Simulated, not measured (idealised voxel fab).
process module | voxel air gaps
cross-section cut | 205 nm wide | cells 5 nm
A cross-section is a grid of square cells, given in bands from the top down. A band is one or more rows of cells.
Each band's line starts with the height of the band's top and of its bottom, in nm. Then come its materials from left to right, each with its width in nm. One material with "throughout" fills the band from edge to edge. "air" is empty space.
Height 0 is the level under which the wafer as received is all one material. The lowest band goes on downwards, as in "0 down".
A width such as "30 to 40" changes by the same amount from each row of cells to the next, from the band's top row to its bottom row.
"no change" after a step means that no cell of the cross-section changed.
closed voids: empty space of 8 cells or more with no open way to the top, each as width x height at its distance from the left edge, in nm
after a step's settings: what the simulator itself notes on the step
overlay nm, on a step with a mask: how far to the right of its planned place the mask lay; to the left if negative
plan
1 op RECEIVE | material Si
2 op CONFORMAL_DEP | material SiO2 | thk nm 15
3 op CONFORMAL_DEP | material SiN | thk nm 5
4 op DIRECTIONAL_DEP | material lowk | thk nm 40
5 op MASKED_ETCH | tone open | mask id LINES | width nm 25 | pitch nm 55 | etch materials lowk | depth nm 40 | overlay nm 0
6 op CONFORMAL_DEP | material TiN | thk nm 5
7 op FILL_DEP | material Ru | thk nm 5
8 op CMP | height nm 60
9 op EPI | material Ru | thk nm 10
10 op SELECTIVE_ETCH | etch materials lowk | depth nm 50
11 op CONFORMAL_DEP | material SiCN | thk nm 5
as received, after step 1
  0 down: Si throughout
  closed voids: none
a wafer at the end: this start, this plan, one mistake
  85 to 80: air 10 | SiCN 185 | air 10
  80 to 60: air 10 | SiCN 5 | Ru 175 | SiCN 5 | air 10
  60 to 55: air 10 | SiCN 25 | TiN 5 | Ru 15 | TiN 5 | lowk 30 | TiN 5 | Ru 15 | TiN 5 | lowk 30 | TiN 5 | Ru 15 | TiN 5 | SiCN 25 | air 10
  55 to 25: air 30 | SiCN 5 | TiN 5 | Ru 15 | TiN 5 | lowk 30 | TiN 5 | Ru 15 | TiN 5 | lowk 30 | TiN 5 | Ru 15 | TiN 5 | SiCN 5 | air 30
  25 to 20: SiCN 35 | TiN 25 | lowk 30 | TiN 25 | lowk 30 | TiN 25 | SiCN 35
  20 to 15: SiN throughout
  15 to 0: SiO2 throughout
  0 down: Si throughout
  closed voids: none
what went wrong: step 9 was run twice
